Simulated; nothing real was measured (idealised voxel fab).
process module | voxel air gaps
cross-section cut | 165 nm wide | cells 5 nm
A cross-section is a grid of square cells, given in bands from the top down. A band is one or more rows of cells.
Each band's line starts with the height of the band's top and of its bottom, in nm. Then come its materials from left to right, each with its width in nm. One material with "throughout" fills the band from edge to edge. "air" is empty space.
Height 0 is the level under which the wafer as received is all one material. The lowest band goes on downwards, as in "0 down".
A width such as "30 to 40" changes by the same amount from each row of cells to the next, from the band's top row to its bottom row.
"no change" after a step means that no cell of the cross-section changed.
closed voids: empty space of 8 cells or more with no open way to the top, each as width x height at its distance from the left edge, in nm
after a step's settings: what the simulator itself notes on the step
overlay nm, on a step with a mask: how far to the right of its planned place the mask lay; to the left if negative
plan
1 op RECEIVE | material Si
2 op CONFORMAL_DEP | material SiO2 | thk nm 15
3 op CONFORMAL_DEP | material SiCN | thk nm 5
4 op DIRECTIONAL_DEP | material SiO2 | thk nm 35
5 op MASKED_ETCH | tone open | mask id LINES | width nm 20 | pitch nm 45 | etch materials SiO2 | depth nm 35 | overlay nm 0
6 op CONFORMAL_DEP | material TiN | thk nm 5
7 op FILL_DEP | material Cu | thk nm 5
8 op CMP | height nm 55
9 op EPI | material Ru | thk nm 10
10 op SELECTIVE_ETCH | etch materials SiO2 | depth nm 45
11 op CONFORMAL_DEP | material SiCN | thk nm 5
as received, after step 1
  0 down: Si throughout
  closed voids: none
a wafer at the end: this start, this plan, one mistake
  70 to 65: SiCN throughout
  65 to 55: Ru throughout
  55 to 25: Cu 20 | TiN 5 | SiO2 20 | TiN 5 | Cu 15 | TiN 5 | SiO2 20 | TiN 5 | Cu 15 | TiN 5 | SiO2 20 | TiN 5 | Cu 25
  25 to 20: TiN 25 | SiO2 20 | TiN 25 | SiO2 20 | TiN 25 | SiO2 20 | TiN 30
  20 to 15: SiCN throughout
  15 to 0: SiO2 throughout
  0 down: Si throughout
  closed voids: none
what went wrong: step 5 ran as: op MASKED_ETCH | tone cover | mask id LINES | width nm 20 | pitch nm 45 | etch materials SiO2 | depth nm 35 | overlay nm 0
